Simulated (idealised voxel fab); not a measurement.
process module | voxel capacitor over wiring
cross-section cut | 295 nm wide | cells 5 nm
A cross-section is a grid of square cells, given in bands from the top down. A band is one or more rows of cells.
Each band's line starts with the height of the band's top and of its bottom, in nm. Then come its materials from left to right, each with its width in nm. One material with "throughout" fills the band from edge to edge. "air" is empty space.
Height 0 is the level under which the wafer as received is all one material. The lowest band goes on downwards, as in "0 down".
A width such as "30 to 40" changes by the same amount from each row of cells to the next, from the band's top row to its bottom row.
"no change" after a step means that no cell of the cross-section changed.
closed voids: empty space of 8 cells or more with no open way to the top, each as width x height at its distance from the left edge, in nm
after a step's settings: what the simulator itself notes on the step
overlay nm, on a step with a mask: how far to the right of its planned place the mask lay; to the left if negative
plan
1 op RECEIVE | material Si
2 op CONFORMAL_DEP | material SiO2 | thk nm 10
3 op CONFORMAL_DEP | material SiCN | thk nm 5
4 op DIRECTIONAL_DEP | material SiO2 | thk nm 25
5 op PATTERN | tone open | mask id METAL_1 | material resist | width nm 30 | pitch nm 85 | thk nm 20 | overlay nm 0
6 op DIRECTIONAL_ETCH | etch materials SiO2 | depth nm 25
7 op DIRECTIONAL_ETCH | etch materials SiCN | depth nm 5
8 op STRIP | etch materials resist
9 op CONFORMAL_DEP | material TiN | thk nm 5
10 op FILL_DEP | material W | thk nm 5
11 op CMP | height nm 40
12 op CONFORMAL_DEP | material SiCN | thk nm 5
13 op DIRECTIONAL_DEP | material SiO2 | thk nm 10
14 op PATTERN | tone open | mask id PLUG_1 | material resist | width nm 15 | thk nm 15 | overlay nm 0
15 op DIRECTIONAL_ETCH | etch materials SiO2 | depth nm 10
16 op DIRECTIONAL_ETCH | etch materials SiCN | depth nm 5
17 op STRIP | etch materials resist
18 op CONFORMAL_DEP | material TiN | thk nm 5
19 op FILL_DEP | material W | thk nm 5
20 op CMP | height nm 55
21 op DIRECTIONAL_DEP | material TiN | thk nm 10
22 op DIRECTIONAL_DEP | material Al2O3 | thk nm 5
23 op DIRECTIONAL_DEP | material TiN | thk nm 10
24 op MASKED_ETCH | tone cover | mask id UPPER_PLATE | width nm 60 | etch materials TiN | depth nm 10 | overlay nm 0
25 op MASKED_ETCH | tone cover | mask id UPPER_PLATE | width nm 60 | etch materials Al2O3 | depth nm 5 | overlay nm 0
26 op MASKED_ETCH | tone cover | mask id LOWER_PLATE | width nm 70 | etch materials TiN | depth nm 10 | overlay nm 0
27 op FILL_DEP | material SiO2 | thk nm 15
28 op CMP | height nm 90
29 op PATTERN | tone open | mask id PLUG_2 | material resist | width nm 15 | thk nm 15 | overlay nm 0
30 op DIRECTIONAL_ETCH | etch materials SiO2 | depth nm 10
31 op STRIP | etch materials resist
32 op CONFORMAL_DEP | material TiN | thk nm 5
33 op FILL_DEP | material Cu | thk nm 5
34 op CMP | height nm 90
35 op CONFORMAL_DEP | material SiN | thk nm 5
as received, after step 1
  0 down: Si throughout
  closed voids: none
a wafer at the end: this start, this plan, one mistake
  95 to 90: SiN throughout
  90 to 85: SiO2 115 | TiN 5 | Cu 5 | TiN 5 | SiO2 165
  85 to 80: SiO2 115 | TiN 15 | SiO2 165
  80 to 70: SiO2 105 | TiN 60 | SiO2 130
  70 to 65: SiO2 105 | Al2O3 60 | SiO2 130
  65 to 55: SiO2 100 | TiN 70 | SiO2 125
  55 to 45: SiO2 105 | TiN 5 | W 5 | TiN 5 | SiO2 175
  45 to 40: SiCN 105 | TiN 15 | SiCN 175
  40 to 35: TiN 95 | W 20 | TiN 65 | W 20 | TiN 95
  35 to 15: SiO2 90 | TiN 5 | W 20 | TiN 5 | SiO2 55 | TiN 5 | W 20 | TiN 5 | SiO2 90
  15 to 10: SiO2 90 | TiN 30 | SiO2 55 | TiN 30 | SiO2 90
  10 to 0: SiO2 throughout
  0 down: Si throughout
  closed voids: none
what went wrong: step 3 was left out
